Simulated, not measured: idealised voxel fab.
Module name: voxel transistor to metal (process module)
Cross-section cut spans 170 nm and uses square cells 5 nm in size.
Cross-section = grid of square cells, listed top down in bands; band = one or more rows.
Heights first: top, then bottom, in nm. Then materials, left to right, each with a width in nm. "throughout" on a single material: fills the band edge to edge. "empty": empty space.
Height is counted from the level 0, under which the received wafer is composed throughout of one material. The lowest of the bands is not closed at the bottom but continues downward, in the notation "z 0 and below".
When a width is written as two numbers, as in "30 to 40", the first number is the width in the top row of cells of the band and the second is the width in its bottom row, and the width changes by the same amount from each row to the next.
Any step labelled "remained unchanged" changed none of the cells in the cross-section.
"Internal closed voids" enumerates empty spaces isolated from the top, with no open way to it, that contain at least 8 cells, giving each as width x height at distance from the left edge, all three in nm.
Heads up: the bit after the settings on a step's line is the simulator's remark on that step.
On any step carrying a mask, the "overlay nm" setting, if present on the step's line, tells how far right of its planned place the mask lay; negative values point to the left.

# This section lists the process steps that were planned
1. RECEIVE | material Si
2. OXIDIZE | depth nm 5
3. CONFORMAL_DEP | material SiN | thk nm 15
4. PATTERN | tone cover | mask id ACTIVE | material resist | width nm 95 | thk nm 15 | overlay nm 0
5. DIRECTIONAL_ETCH | etch materials SiN | depth nm 15
6. DIRECTIONAL_ETCH | etch materials SiO2 | depth nm 5
7. DIRECTIONAL_ETCH | etch materials Si | depth nm 25
8. STRIP | etch materials resist
9. OXIDIZE | depth nm 5
10. FILL_DEP | material SiO2 | thk nm 10
11. CMP | height nm 15
12. SELECTIVE_ETCH | etch materials SiO2 | depth nm 15
13. STRIP | etch materials SiN
14. SELECTIVE_ETCH | etch materials SiO2 | depth nm 5
15. OXIDIZE | depth nm 5
16. DIRECTIONAL_DEP | material polySi | thk nm 30
17. DIRECTIONAL_DEP | material SiCN | thk nm 10
18. MASKED_ETCH | tone cover | mask id GATE | width nm 25 | etch materials SiCN | depth nm 20 | overlay nm 0
19. MASKED_ETCH | tone cover | mask id GATE | width nm 25 | etch materials polySi | depth nm 40 | overlay nm 0
20. CONFORMAL_DEP | material SiN | thk nm 10
21. DIRECTIONAL_ETCH | etch materials SiN | depth nm 10
22. DIRECTIONAL_ETCH | etch materials SiO2 | depth nm 5
23. EPI | material nSi | thk nm 5
24. FILL_DEP | material SiO2 | thk nm 5
25. CMP | height nm 35
26. DIRECTIONAL_DEP | material SiO2 | thk nm 15
27. PATTERN | tone open | mask id CONTACT | material resist | width nm 25 | pitch nm 60 | thk nm 15 | overlay nm 0
28. DIRECTIONAL_ETCH | etch materials SiO2 | depth nm 55
29. STRIP | etch materials resist
30. CONFORMAL_DEP | material TiN | thk nm 5
31. FILL_DEP | material Ru | thk nm 5
32. CMP | height nm 50
33. CONFORMAL_DEP | material SiN | thk nm 5
34. DIRECTIONAL_DEP | material SiO2 | thk nm 20
35. PATTERN | tone open | mask id METAL_1 | material resist | width nm 15 | pitch nm 70 | thk nm 15 | overlay nm 0
36. DIRECTIONAL_ETCH | etch materials SiO2 | depth nm 20
37. DIRECTIONAL_ETCH | etch materials SiN | depth nm 5
38. STRIP | etch materials resist
39. CONFORMAL_DEP | material TiN | thk nm 5
40. FILL_DEP | material Ru | thk nm 10
41. CMP | height nm 75
42. CONFORMAL_DEP | material SiN | thk nm 5

# as received, after step 1
z 0 and below | Si throughout
Internal closed voids: none

# Cross-section, end of module. Start: as above. Plan: as above. Execution: one mistake
z 80 to 75 | SiN throughout
z 75 to 55 | SiO2=40 / TiN=5 / Ru=5 / TiN=5 / SiO2=55 / TiN=5 / Ru=5 / TiN=5 / SiO2=45
z 55 to 50 | SiN=40 / TiN=15 / SiN=55 / TiN=15 / SiN=45
z 50 to 40 | SiO2=40 / TiN=5 / Ru=15 / TiN=5 / SiO2=35 / TiN=5 / Ru=15 / TiN=5 / SiO2=45
z 40 to 35 | SiO2=40 / TiN=5 / Ru=10 / TiN=10 / SiO2=35 / TiN=15 / Ru=5 / TiN=5 / SiO2=45
z 35 to 25 | SiO2=40 / TiN=5 / Ru=10 / TiN=5 / SiN=10 / SiCN=30 / SiN=10 / TiN=5 / Ru=5 / TiN=5 / SiO2=45
z 25 to 0 | SiO2=40 / TiN=5 / Ru=10 / TiN=5 / SiN=10 / polySi=30 / SiN=10 / TiN=5 / Ru=5 / TiN=5 / SiO2=45
z 0 to -5 | SiO2=40 / TiN=20 / SiN=10 / polySi=30 / SiN=10 / TiN=15 / SiO2=45
z -5 to -10 | SiO2=35 / nSi=25 / SiO2=50 / nSi=20 / SiO2=40
z -10 to -35 | SiO2=40 / Si=85 / SiO2=45
z -35 and below | Si throughout
Internal closed voids: none
In executing the process, a mistake was made relative to the plan: the process deviated at step 18: the operation and settings actually run there were MASKED_ETCH | tone cover | mask id GATE | width nm 30 | etch materials SiCN | depth nm 20 | overlay nm 0
